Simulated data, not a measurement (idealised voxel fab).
Process module under the name voxel self aligned vias
Each square cell in cross-section cut measures 5 nm, and the section as a whole is 280 nm wide.
Reading order for cross-sections: top band down to bottom band. Underlying form: a grid of square cells. Band size: one or more rows of cells. The entry gives the band's vertical extent as a top height and a bottom height in nm, then its horizontal make-up as materials from left to right, each with a width in nm. "air" stands for empty space; a single material marked "full width" fills the band edge to edge. Height is counted from the level 0, under which the received wafer is composed throughout of one material. The lowest of the bands is not closed at the bottom but continues downward, in the notation "0 and below". Width "30 to 40": first value at the band's top row of cells, second value at its bottom row, equal change from row to row. What does "same as before" mean for a step? It means no cell of the cross-section changed in that step. If an empty space has no open way to the top and is at least 8 cells in size, "Fully enclosed voids" lists it, written width x height at distance, where distance is measured from the left edge and every value is in nm. after a step's settings: what the simulator itself notes on the step. overlay nm: mask right of planned place by this much (step with mask). Neg. = left.

The following list gives the planned process steps:
1 RECEIVE [material Si]
2 CONFORMAL_DEP [material SiO2] [thk nm 15]
3 CONFORMAL_DEP [material SiCN] [thk nm 5]
4 DIRECTIONAL_DEP [material SiO2] [thk nm 30]
5 PATTERN [tone open] [mask id LINES] [material resist] [width nm 30] [pitch nm 70] [thk nm 20] [overlay nm -15]
6 DIRECTIONAL_ETCH [etch materials SiO2] [depth nm 30]
7 STRIP [etch materials resist]
8 CONFORMAL_DEP [material TiN] [thk nm 5]
9 FILL_DEP [material Ru] [thk nm 5]
10 CMP [height nm 50]
11 SELECTIVE_ETCH [etch materials W Ru TiN] [depth nm 10]
12 FILL_DEP [material SiN] [thk nm 5]
13 CMP [height nm 50]
14 DIRECTIONAL_DEP [material SiO2] [thk nm 15]
15 MASKED_ETCH [tone open] [mask id VIAS] [width nm 50] [pitch nm 70] [etch materials SiO2] [depth nm 15] [overlay nm 0]
16 MASKED_ETCH [tone open] [mask id VIAS] [width nm 50] [pitch nm 70] [etch materials SiN] [depth nm 10] [overlay nm 0]
17 CONFORMAL_DEP [material TiN] [thk nm 5]
18 FILL_DEP [material Ru] [thk nm 5]
19 CMP [height nm 65]
20 CONFORMAL_DEP [material SiN] [thk nm 5]
Wafers differ in overlay nm at step 5; plan lists the first wafer's value; identical starting state.

This is how the first of several wafers looked in cross-section when it arrived, which is after step 1:
    0 and below | Si full width
    Fully enclosed voids: none

Table: wafers, a row each; end-of-module cell change per material since receipt, gain (+), loss (-); then closed voids:
overlay nm -15 | +102 Ru | +56 SiCN | +62 SiN | +474 SiO2 | +90 TiN | Fully enclosed voids: none
overlay nm -10 | +108 Ru | +56 SiCN | +56 SiN | +474 SiO2 | +90 TiN | Fully enclosed voids: none
overlay nm -5 | +108 Ru | +56 SiCN | +56 SiN | +474 SiO2 | +90 TiN | Fully enclosed voids: none
overlay nm 0 | +108 Ru | +56 SiCN | +56 SiN | +474 SiO2 | +90 TiN | Fully enclosed voids: none
overlay nm 5 | +108 Ru | +56 SiCN | +56 SiN | +474 SiO2 | +90 TiN | Fully enclosed voids: none
overlay nm 10 | +108 Ru | +56 SiCN | +56 SiN | +474 SiO2 | +90 TiN | Fully enclosed voids: none
overlay nm 15 | +102 Ru | +56 SiCN | +62 SiN | +474 SiO2 | +90 TiN | Fully enclosed voids: none
